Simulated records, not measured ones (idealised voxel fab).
The name of this process module is voxel lift off.
Cross-section cut spans 295 nm and uses square cells 5 nm in size.
Each cross-section below is a grid of square cells, stated as bands in top-down order, with one or more rows of cells making up each band. It is stipulated that each band's entry specify, in nanometres, the height of the top of the band and then that of its bottom, followed by the materials of the band in left-to-right sequence, each together with its width in nanometres. A single material marked by the word "all across" is understood to fill the band from edge to edge; the word "air" is understood to denote empty space. Ref level 0: as-received wafer is one material below here. Bottom band extends down with no lower bound ("0 down"). Top row gets the first number, bottom row gets the second, and each row in between changes by the same step: that is how a band width like "30 to 40" works. Where the words "nothing altered" appear for a step, the cross-section shows no cell changed by that step; every cell remained as before. For the entry "Catalogued sealed voids", the listed items are empty spaces with no open way to the top whose size is 8 cells or more; each item follows the pattern width x height at distance, where distance is from the left edge and all three are in nm. Post-settings text on a step line: simulator's own remark regarding the step. You can add "overlay nm" to a step's line. For a step with a mask, it describes how far the mask lay to the right of its planned position, and a negative number describes a lay to the left.
THE PLANNED PROCESS STEPS ARE ENUMERATED HEREUNDER
- 1: RECEIVE with material Si
- 2: CONFORMAL_DEP with material SiN, thk nm 5
- 3: PATTERN with tone open, mask id LINES, material resist, width nm 30, pitch nm 50, thk nm 20, overlay nm 0
- 4: DIRECTIONAL_DEP with material Ru, thk nm 10
- 5: STRIP with etch materials resist
- 6: CONFORMAL_DEP with material SiN, thk nm 10
AS RECEIVED, AFTER STEP 1
> 0 down | Si all across
> Catalogued sealed voids: none
CROSS-SECTIONAL VIEW OF THE FIRST OF THE TWO WAFERS UPON COMPLETION OF THE MODULE, PROCESSED IN ACCORDANCE WITH THE PLAN
> 25 to 15 | 45 of air; 200 of SiN; 50 of air
> 15 to 5 | 55 of SiN; 30 of Ru; 20 of SiN; 30 of Ru; 20 of SiN; 30 of Ru; 20 of SiN; 30 of Ru; 60 of SiN
> 5 to 0 | SiN all across
> 0 down | Si all across
> Catalogued sealed voids: none
THIS IS THE SECOND OF THE TWO WAFERS, CROSS-SECTIONED AT THE END OF THE MODULE; IT STARTED EXACTLY LIKE THE FIRST AND WAS GIVEN THE SAME PLAN, BUT IT WAS RUN WITH ONE MISTAKE
> 25 to 15 | 50 of air; 200 of SiN; 45 of air
> 15 to 5 | 60 of SiN; 30 of Ru; 20 of SiN; 30 of Ru; 20 of SiN; 30 of Ru; 20 of SiN; 30 of Ru; 55 of SiN
> 5 to 0 | SiN all across
> 0 down | Si all across
> Catalogued sealed voids: none
what went wrong: step 3 ran differently from the plan; actual operation with settings: PATTERN with tone open, mask id LINES, material resist, width nm 30, pitch nm 50, thk nm 20, overlay nm 5
So at the finish, the second wafer's got exactly as many cells of each material as the first, just not in the same spots.
